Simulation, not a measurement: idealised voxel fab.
Process module in this document: voxel double patterning
Displayed cross-section: cut, width of 225 nm, square cells sized 5 nm.
A cross-section is a grid of square cells, given in bands from the top down. A band is one or more rows of cells.
The entry gives the band's vertical extent as a top height and a bottom height in nm, then its horizontal make-up as materials from left to right, each with a width in nm. "blank" stands for empty space; a single material marked "all across" fills the band edge to edge.
It should be noted that heights are counted from 0, beneath which the wafer as supplied is of one material throughout, and that the lowest band possesses no lower boundary but continues downward, as written in "0..down".
Width: "30 to 40" (first number = top row, second number = bottom row, same change from row to row of cells).
Where the words "no modifications" appear for a step, the cross-section shows no cell changed by that step; every cell remained as before.
Reported under the label "Fully closed voids" are the empty spaces having no open way to the top and comprising 8 cells or more; the notation for each is width x height at distance, in which the distance is measured from the left edge and all three values are in nm.
Read whatever lies past the settings on a step's line as the simulator's own remark about the step.
overlay nm: where the mask lay relative to plan, measured to the right, on steps with a mask; negatives go left.
Steps planned for the process
1 op RECEIVE | material Si
2 op CONFORMAL_DEP | material SiO2 | thk nm 5
3 op DIRECTIONAL_DEP | material W | thk nm 20
4 op DIRECTIONAL_DEP | material SiCN | thk nm 10
5 op DIRECTIONAL_DEP | material aC | thk nm 15
6 op PATTERN | tone open | mask id FIRST | material resist | width nm 15 | pitch nm 50 | thk nm 35 | overlay nm 0
7 op DIRECTIONAL_ETCH | etch materials aC | depth nm 15
8 op STRIP | etch materials resist
9 op DIRECTIONAL_ETCH | etch materials SiCN | depth nm 10
10 op STRIP | etch materials aC
11 op DIRECTIONAL_DEP | material aC | thk nm 10
12 op PATTERN | tone open | mask id SECOND | material resist | width nm 15 | thk nm 25 | overlay nm 0
13 op DIRECTIONAL_ETCH | etch materials aC | depth nm 10
14 op STRIP | etch materials resist
15 op DIRECTIONAL_ETCH | etch materials SiCN | depth nm 10
16 op STRIP | etch materials aC
17 op DIRECTIONAL_ETCH | etch materials W | depth nm 20
18 op STRIP | etch materials SiCN
Cross-section: wafer on arrival = after step 1
- 0..down  Si all across
- Fully closed voids: none
First of two wafers at the end of the module, shown in cross-section; run carried out as planned
- 25..5  80 of W / 15 of blank / 10 of W / 15 of blank / 10 of W / 15 of blank / 80 of W
- 5..0  SiO2 all across
- 0..down  Si all across
- Fully closed voids: none
Same start, same plan as the first wafer - but one mistake in the run. Cross-section of the second of the two at the end of the module
- 45..25  80 of W / 15 of blank / 10 of W / 15 of blank / 10 of W / 15 of blank / 80 of W
- 25..5  W all across
- 5..0  SiO2 all across
- 0..down  Si all across
- Fully closed voids: none
Which mistake was made when the wafer was run? step 3 was run twice
Final comparison by cell count, materials where the second wafer has more or fewer than the first: W +180
